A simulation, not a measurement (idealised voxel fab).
Module name: voxel fin reveal (process module)
Xsec cut, 220 nm wide, square cell size 5 nm.
Notation: cross-section as square-cell grid; stated in bands, top first, going down; one or more cell rows per band. It is stipulated that each band's entry specify, in nanometres, the height of the top of the band and then that of its bottom, followed by the materials of the band in left-to-right sequence, each together with its width in nanometres. A single material marked by the word "all across" is understood to fill the band from edge to edge; the word "air" is understood to denote empty space. Height 0 is the level under which the wafer as received is all one material. The lowest band goes on downwards, as in "z 0 and below". Graded width ("30..40"): value in top row of band = first number; value in bottom row = second number; row-to-row change constant. Step marked "everything unchanged"? Then no cell in the cross-section changed in it. "Enclosed cavities" - sealed voids, min. 8 cells, no opening to top; format: width x height at distance (distance from left edge; nm throughout). That trailing text on a step's line, after the settings, is the simulator's own remark on the step. Each step line may optionally specify "overlay nm", which for a step with a mask gives the rightward distance between the mask's planned place and where it lay, a negative value indicating the leftward direction.
Listed below are the process steps as planned
1 RECEIVE: material Si
2 CONFORMAL_DEP: material SiN, thk nm 10
3 PATTERN: tone cover, mask id FINS, material resist, width nm 15, pitch nm 35, thk nm 20, overlay nm 0
4 DIRECTIONAL_ETCH: etch materials SiN, depth nm 10
5 DIRECTIONAL_ETCH: etch materials Si, depth nm 30
6 STRIP: etch materials resist
7 FILL_DEP: material SiO2, thk nm 15
8 CMP: height nm 0
9 SELECTIVE_ETCH: etch materials SiO2, depth nm 25
10 STRIP: etch materials SiN
What sets these wafers apart? The height nm at step 8. They all start alike, and the plan carries the first wafer's value.
Here's the first of the wafers in cross-section, just as we got it, i.e. after step 1
- z 0 and below | Si all across
- Enclosed cavities: none
Per wafer (row), end of module: delta in cells per material since receipt, (+) for gained, (-) for lost; closed voids after that
height nm 0, -228 Si, +38 SiO2, Enclosed cavities: none
height nm 5, -228 Si, +76 SiO2, Enclosed cavities: none
height nm 10, -228 Si, +114 SiO2, Enclosed cavities: none
height nm 15, -228 Si, +152 SiO2, Enclosed cavities: none
height nm 20, -228 Si, +190 SiO2, Enclosed cavities: none
height nm 25, -228 Si, +228 SiO2, Enclosed cavities: none
